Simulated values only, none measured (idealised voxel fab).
process module | voxel capacitor over wiring
cross-section cut | 225 nm wide | cells 5 nm
A cross-section is a grid of square cells, given in bands from the top down. A band is one or more rows of cells.
Each band's line starts with the height of the band's top and of its bottom, in nm. Then come its materials from left to right, each with its width in nm. One material with "throughout" fills the band from edge to edge. "air" is empty space.
Height 0 is the level under which the wafer as received is all one material. The lowest band goes on downwards, as in "0 down".
A width such as "30 to 40" changes by the same amount from each row of cells to the next, from the band's top row to its bottom row.
"no change" after a step means that no cell of the cross-section changed.
closed voids: empty space of 8 cells or more with no open way to the top, each as width x height at its distance from the left edge, in nm
after a step's settings: what the simulator itself notes on the step
overlay nm, on a step with a mask: how far to the right of its planned place the mask lay; to the left if negative
plan
1 op RECEIVE | material Si
2 op CONFORMAL_DEP | material SiO2 | thk nm 10
3 op CONFORMAL_DEP | material SiN | thk nm 5
4 op DIRECTIONAL_DEP | material SiO2 | thk nm 20
5 op DIRECTIONAL_DEP | material aC | thk nm 15
6 op PATTERN | tone open | mask id METAL_1 | material resist | width nm 25 | pitch nm 85 | thk nm 35 | overlay nm 0
7 op DIRECTIONAL_ETCH | etch materials aC | depth nm 15
8 op STRIP | etch materials resist
9 op DIRECTIONAL_ETCH | etch materials SiO2 | depth nm 20
10 op DIRECTIONAL_ETCH | etch materials SiN | depth nm 5
11 op STRIP | etch materials aC
12 op CONFORMAL_DEP | material TiN | thk nm 5
13 op FILL_DEP | material Cu | thk nm 10
14 op CMP | height nm 35
15 op CONFORMAL_DEP | material SiCN | thk nm 5
16 op DIRECTIONAL_DEP | material lowk | thk nm 20
17 op MASKED_ETCH | tone open | mask id PLUG_1 | width nm 15 | etch materials lowk | depth nm 20 | overlay nm 0
18 op MASKED_ETCH | tone open | mask id PLUG_1 | width nm 15 | etch materials SiCN | depth nm 5 | overlay nm 0
19 op CONFORMAL_DEP | material TiN | thk nm 5
20 op FILL_DEP | material W | thk nm 5
21 op CMP | height nm 60
22 op DIRECTIONAL_DEP | material TiN | thk nm 10
23 op DIRECTIONAL_DEP | material SiN | thk nm 5
24 op DIRECTIONAL_DEP | material TiN | thk nm 10
25 op PATTERN | tone cover | mask id UPPER_PLATE | material resist | width nm 65 | thk nm 20 | overlay nm 0
26 op DIRECTIONAL_ETCH | etch materials TiN | depth nm 10
27 op DIRECTIONAL_ETCH | etch materials SiN | depth nm 5
28 op STRIP | etch materials resist
29 op MASKED_ETCH | tone cover | mask id LOWER_PLATE | width nm 75 | etch materials TiN | depth nm 10 | overlay nm 0
30 op FILL_DEP | material SiO2 | thk nm 15
31 op CMP | height nm 95
32 op DIRECTIONAL_DEP | material aC | thk nm 10
33 op PATTERN | tone open | mask id PLUG_2 | material resist | width nm 15 | thk nm 25 | overlay nm 0
34 op DIRECTIONAL_ETCH | etch materials aC | depth nm 10
35 op STRIP | etch materials resist
36 op DIRECTIONAL_ETCH | etch materials SiO2 | depth nm 10
37 op STRIP | etch materials aC
38 op CONFORMAL_DEP | material TiN | thk nm 5
39 op FILL_DEP | material Cu | thk nm 10
40 op CMP | height nm 95
41 op CONFORMAL_DEP | material SiCN | thk nm 5
as received, after step 1
  0 down: Si throughout
  closed voids: none
first wafer at the end, as planned
  100 to 95: SiCN throughout
  95 to 90: SiO2 75 | TiN 5 | Cu 5 | TiN 5 | SiO2 135
  90 to 85: SiO2 75 | TiN 15 | SiO2 135
  85 to 75: SiO2 65 | TiN 65 | SiO2 95
  75 to 70: SiO2 65 | SiN 65 | SiO2 95
  70 to 60: SiO2 60 | TiN 75 | SiO2 90
  60 to 40: lowk 65 | TiN 5 | W 5 | TiN 5 | lowk 145
  40 to 35: SiCN 65 | TiN 15 | SiCN 145
  35 to 15: SiO2 55 | TiN 5 | Cu 15 | TiN 5 | SiO2 60 | TiN 5 | Cu 15 | TiN 5 | SiO2 60
  15 to 10: SiN 55 | TiN 25 | SiN 60 | TiN 25 | SiN 60
  10 to 0: SiO2 throughout
  0 down: Si throughout
  closed voids: none
second wafer at the end: like start, like plan, one mistake
  100 to 95: SiCN throughout
  95 to 90: SiO2 75 | TiN 5 | Cu 5 | TiN 5 | SiO2 135
  90 to 85: SiO2 75 | TiN 15 | SiO2 135
  85 to 75: SiO2 65 | TiN 65 | SiO2 95
  75 to 70: SiO2 65 | SiN 65 | SiO2 95
  70 to 60: SiO2 60 | TiN 75 | SiO2 90
  60 to 40: lowk 65 | TiN 5 | W 5 | TiN 5 | lowk 145
  40 to 35: SiCN 65 | TiN 15 | SiCN 145
  35 to 30: TiN 60 | Cu 15 | TiN 70 | Cu 15 | TiN 65
  30 to 15: SiO2 55 | TiN 5 | Cu 15 | TiN 5 | SiO2 60 | TiN 5 | Cu 15 | TiN 5 | SiO2 60
  15 to 10: SiO2 55 | TiN 25 | SiO2 60 | TiN 25 | SiO2 60
  10 to 0: SiO2 throughout
  0 down: Si throughout
  closed voids: none
what went wrong: step 3 was left out
at the end the second wafer has, in cells: 35 fewer of SiN | 35 more of TiN
